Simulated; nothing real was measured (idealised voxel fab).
Herein follows the process module entitled voxel released beams.
Each square cell in cross-section cut measures 5 nm, and the section as a whole is 285 nm wide.
Just so we're on the same page, the cross-sections are grids of square cells, and they're listed out in bands top to bottom, each band one or more rows deep.
Within each band entry, the heights of the top and of the bottom of the band appear first, in that order and in nm; the materials of the band then follow from left to right, each with its corresponding width in nm. The designation "throughout" on a single material indicates that it fills the band from edge to edge; the designation "empty" indicates empty space.
Height datum 0, below which the as-received substrate wafer is one material. Lowest band open at the bottom, running downward: "top 0, no bottom".
Top row gets the first number, bottom row gets the second, and each row in between changes by the same step: that is how a band width like "30->40" works.
"no modifications" after a step means that no cell of the cross-section changed.
"Completely enclosed voids" means: voids of 8 cells or more that are shut off from the top with no open way through. Written width x height at distance, distance from the left edge, in nm.
On each step's line, the part that comes after the settings is the simulator's own comment on the step.
overlay nm: for a step with a mask, the amount by which the mask lay right of where it was planned; a negative amount means left of it.
## List of planned process steps
1 RECEIVE,material Si
2 CONFORMAL_DEP,material SiN,thk nm 5
3 DIRECTIONAL_DEP,material SiO2,thk nm 20
4 MASKED_ETCH,tone open,mask id ANCHOR,width nm 45,etch materials SiO2,depth nm 20,overlay nm -15
5 CONFORMAL_DEP,material polySi,thk nm 15
6 DIRECTIONAL_DEP,material aC,thk nm 10
7 PATTERN,tone cover,mask id BEAM,material resist,width nm 95,thk nm 30,overlay nm 0
8 DIRECTIONAL_ETCH,etch materials aC,depth nm 10
9 STRIP,etch materials resist
10 DIRECTIONAL_ETCH,etch materials polySi,depth nm 15
11 STRIP,etch materials aC
12 STRIP,etch materials SiO2
Be aware that, although all wafers share a common starting state, the overlay nm at step 4 differs among them, and the plan displays the first wafer's value.
## First wafer of several, as received: cross-section after step 1
* top 0, no bottom: Si throughout
* Completely enclosed voids: none
## Here is the cross-section of the first of several wafers at the end of the module, after its last step, step 12
* top 40, bottom 25: empty=90 / polySi=5 / empty=15 / polySi=75 / empty=100
* top 25, bottom 20: empty=80 / polySi=15 / empty=15 / polySi=15 / empty=160
* top 20, bottom 5: empty=80 / polySi=45 / empty=160
* top 5, bottom 0: SiN throughout
* top 0, no bottom: Si throughout
* Completely enclosed voids: none
## Cross-section, module end, final of several wafers
* top 40, bottom 25: empty=90 / polySi=35 / empty=15 / polySi=45 / empty=100
* top 25, bottom 20: empty=110 / polySi=15 / empty=15 / polySi=15 / empty=130
* top 20, bottom 5: empty=110 / polySi=45 / empty=130
* top 5, bottom 0: SiN throughout
* top 0, no bottom: Si throughout
* Completely enclosed voids: none
## Below: a row per wafer. Contents at end of module: for every material, cells gained since receipt (+) or lost since receipt (-); then closed voids
overlay nm -15; +57 SiN; +81 polySi; Completely enclosed voids: none
overlay nm -10; +57 SiN; +81 polySi; Completely enclosed voids: none
overlay nm -5; +57 SiN; +81 polySi; Completely enclosed voids: none
overlay nm 0; +57 SiN; +81 polySi; Completely enclosed voids: none
overlay nm 5; +57 SiN; +81 polySi; Completely enclosed voids: none
overlay nm 10; +57 SiN; +81 polySi; Completely enclosed voids: none
overlay nm 15; +57 SiN; +81 polySi; Completely enclosed voids: none
